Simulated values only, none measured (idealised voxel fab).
process module | voxel self aligned contacts
cross-section cut | 230 nm wide | cells 5 nm
A cross-section is a grid of square cells, given in bands from the top down. A band is one or more rows of cells.
Each band's line starts with the height of the band's top and of its bottom, in nm. Then come its materials from left to right, each with its width in nm. One material with "throughout" fills the band from edge to edge. "air" is empty space.
Height 0 is the level under which the wafer as received is all one material. The lowest band goes on downwards, as in "0 down".
A width such as "30 to 40" changes by the same amount from each row of cells to the next, from the band's top row to its bottom row.
"no change" after a step means that no cell of the cross-section changed.
closed voids: empty space of 8 cells or more with no open way to the top, each as width x height at its distance from the left edge, in nm
after a step's settings: what the simulator itself notes on the step
overlay nm, on a step with a mask: how far to the right of its planned place the mask lay; to the left if negative
plan
1 op RECEIVE | material Si
2 op OXIDIZE | depth nm 5
3 op DIRECTIONAL_DEP | material polySi | thk nm 30
4 op DIRECTIONAL_DEP | material SiN | thk nm 20
5 op MASKED_ETCH | tone cover | mask id GATE | width nm 25 | pitch nm 55 | etch materials SiN | depth nm 20 | overlay nm 0
6 op MASKED_ETCH | tone cover | mask id GATE | width nm 25 | pitch nm 55 | etch materials polySi | depth nm 30 | overlay nm 0
7 op CONFORMAL_DEP | material SiN | thk nm 5
8 op DIRECTIONAL_ETCH | etch materials SiN | depth nm 5
9 op FILL_DEP | material SiO2 | thk nm 15
10 op CMP | height nm 60
11 op PATTERN | tone open | mask id CONTACT | material resist | width nm 40 | thk nm 15 | overlay nm 0
12 op DIRECTIONAL_ETCH | etch materials SiO2 | depth nm 65
13 op STRIP | etch materials resist
14 op CONFORMAL_DEP | material TiN | thk nm 5
15 op FILL_DEP | material Ru | thk nm 10
16 op CMP | height nm 60
17 op CONFORMAL_DEP | material SiCN | thk nm 5
first wafer, as planned
as received, after step 1
  0 down: Si throughout
  closed voids: none
after step 2
  0 to -5: SiO2 throughout
  below -5: unchanged
after step 3
  30 to 0: polySi throughout
  below 0: unchanged
after step 4
  50 to 30: SiN throughout
  below 30: unchanged
after step 5
  50 to 30: air 75 | SiN 25 | air 30 | SiN 25 | air 75
  below 30: unchanged
after step 6
  50 to 30: air 75 | SiN 25 | air 30 | SiN 25 | air 75
  30 to 0: air 75 | polySi 25 | air 30 | polySi 25 | air 75
  below 0: unchanged
after step 7
  55 to 30: air 70 | SiN 35 | air 20 | SiN 35 | air 70
  30 to 5: air 70 | SiN 5 | polySi 25 | SiN 5 | air 20 | SiN 5 | polySi 25 | SiN 5 | air 70
  5 to 0: SiN 75 | polySi 25 | SiN 30 | polySi 25 | SiN 75
  below 0: unchanged
after step 8
  50 to 30: air 70 | SiN 35 | air 20 | SiN 35 | air 70
  30 to 0: air 70 | SiN 5 | polySi 25 | SiN 5 | air 20 | SiN 5 | polySi 25 | SiN 5 | air 70
  below 0: unchanged
after step 9
  65 to 50: SiO2 throughout
  50 to 30: SiO2 70 | SiN 35 | SiO2 20 | SiN 35 | SiO2 70
  30 to 0: SiO2 70 | SiN 5 | polySi 25 | SiN 5 | SiO2 20 | SiN 5 | polySi 25 | SiN 5 | SiO2 70
  below 0: unchanged
after step 10
  60 to 50: SiO2 throughout
  below 50: unchanged
after step 11
  75 to 60: resist 95 | air 40 | resist 95
  below 60: unchanged
after step 12
  75 to 60: resist 95 | air 40 | resist 95
  60 to 50: SiO2 95 | air 40 | SiO2 95
  50 to 30: SiO2 70 | SiN 35 | air 20 | SiN 35 | SiO2 70
  30 to 0: SiO2 70 | SiN 5 | polySi 25 | SiN 5 | air 20 | SiN 5 | polySi 25 | SiN 5 | SiO2 70
  0 to -5: SiO2 105 | air 20 | SiO2 105
  below -5: unchanged
after step 13
  60 to 50: SiO2 95 | air 40 | SiO2 95
  below 50: unchanged
after step 14
  65 to 60: TiN 100 | air 30 | TiN 100
  60 to 50: SiO2 95 | TiN 5 to 15 | air 30 to 10 | TiN 5 to 15 | SiO2 95
  50 to 30: SiO2 70 | SiN 35 | TiN 5 | air 10 | TiN 5 | SiN 35 | SiO2 70
  30 to 0: SiO2 70 | SiN 5 | polySi 25 | SiN 5 | TiN 5 | air 10 | TiN 5 | SiN 5 | polySi 25 | SiN 5 | SiO2 70
  0 to -5: SiO2 105 | TiN 20 | SiO2 105
  below -5: unchanged
after step 15
  75 to 65: Ru throughout
  65 to 60: TiN 100 | Ru 30 | TiN 100
  60 to 50: SiO2 95 | TiN 5 to 15 | Ru 30 to 10 | TiN 5 to 15 | SiO2 95
  50 to 30: SiO2 70 | SiN 35 | TiN 5 | Ru 10 | TiN 5 | SiN 35 | SiO2 70
  30 to 0: SiO2 70 | SiN 5 | polySi 25 | SiN 5 | TiN 5 | Ru 10 | TiN 5 | SiN 5 | polySi 25 | SiN 5 | SiO2 70
  below 0: unchanged
after step 16
  60 to 50: SiO2 95 | TiN 5 to 15 | Ru 30 to 10 | TiN 5 to 15 | SiO2 95
  below 50: unchanged
after step 17
  65 to 60: SiCN throughout
  below 60: unchanged
second wafer: like start, like plan, one mistake. Through step 1 it matches the first wafer
when step 2 should have ended: no change
when step 3 should have ended
  30 to 0: polySi throughout
  below 0: unchanged
when step 4 should have ended
  50 to 30: SiN throughout
  below 30: unchanged
when step 5 should have ended
  50 to 30: air 75 | SiN 25 | air 30 | SiN 25 | air 75
  below 30: unchanged
when step 6 should have ended
  50 to 30: air 75 | SiN 25 | air 30 | SiN 25 | air 75
  30 to 0: air 75 | polySi 25 | air 30 | polySi 25 | air 75
  below 0: unchanged
when step 7 should have ended
  55 to 30: air 70 | SiN 35 | air 20 | SiN 35 | air 70
  30 to 5: air 70 | SiN 5 | polySi 25 | SiN 5 | air 20 | SiN 5 | polySi 25 | SiN 5 | air 70
  5 to 0: SiN 75 | polySi 25 | SiN 30 | polySi 25 | SiN 75
  below 0: unchanged
when step 8 should have ended
  50 to 30: air 70 | SiN 35 | air 20 | SiN 35 | air 70
  30 to 0: air 70 | SiN 5 | polySi 25 | SiN 5 | air 20 | SiN 5 | polySi 25 | SiN 5 | air 70
  below 0: unchanged
when step 9 should have ended
  65 to 50: SiO2 throughout
  50 to 30: SiO2 70 | SiN 35 | SiO2 20 | SiN 35 | SiO2 70
  30 to 0: SiO2 70 | SiN 5 | polySi 25 | SiN 5 | SiO2 20 | SiN 5 | polySi 25 | SiN 5 | SiO2 70
  below 0: unchanged
when step 10 should have ended
  60 to 50: SiO2 throughout
  below 50: unchanged
when step 11 should have ended
  75 to 60: resist 95 | air 40 | resist 95
  below 60: unchanged
when step 12 should have ended
  75 to 60: resist 95 | air 40 | resist 95
  60 to 50: SiO2 95 | air 40 | SiO2 95
  50 to 30: SiO2 70 | SiN 35 | air 20 | SiN 35 | SiO2 70
  30 to 0: SiO2 70 | SiN 5 | polySi 25 | SiN 5 | air 20 | SiN 5 | polySi 25 | SiN 5 | SiO2 70
  below 0: unchanged
when step 13 should have ended
  60 to 50: SiO2 95 | air 40 | SiO2 95
  below 50: unchanged
when step 14 should have ended
  65 to 60: TiN 100 | air 30 | TiN 100
  60 to 50: SiO2 95 | TiN 5 to 15 | air 30 to 10 | TiN 5 to 15 | SiO2 95
  50 to 30: SiO2 70 | SiN 35 | TiN 5 | air 10 | TiN 5 | SiN 35 | SiO2 70
  30 to 5: SiO2 70 | SiN 5 | polySi 25 | SiN 5 | TiN 5 | air 10 | TiN 5 | SiN 5 | polySi 25 | SiN 5 | SiO2 70
  5 to 0: SiO2 70 | SiN 5 | polySi 25 | SiN 5 | TiN 20 | SiN 5 | polySi 25 | SiN 5 | SiO2 70
  below 0: unchanged
when step 15 should have ended
  75 to 65: Ru throughout
  65 to 60: TiN 100 | Ru 30 | TiN 100
  60 to 50: SiO2 95 | TiN 5 to 15 | Ru 30 to 10 | TiN 5 to 15 | SiO2 95
  50 to 30: SiO2 70 | SiN 35 | TiN 5 | Ru 10 | TiN 5 | SiN 35 | SiO2 70
  30 to 5: SiO2 70 | SiN 5 | polySi 25 | SiN 5 | TiN 5 | Ru 10 | TiN 5 | SiN 5 | polySi 25 | SiN 5 | SiO2 70
  below 5: unchanged
when step 16 should have ended
  60 to 50: SiO2 95 | TiN 5 to 15 | Ru 30 to 10 | TiN 5 to 15 | SiO2 95
  below 50: unchanged
when step 17 should have ended
  65 to 60: SiCN throughout
  below 60: unchanged
what went wrong: step 2 was left out
at the end the second wafer has, in cells: 2 fewer of Ru | 46 more of Si | 42 fewer of SiO2 | 2 fewer of TiN
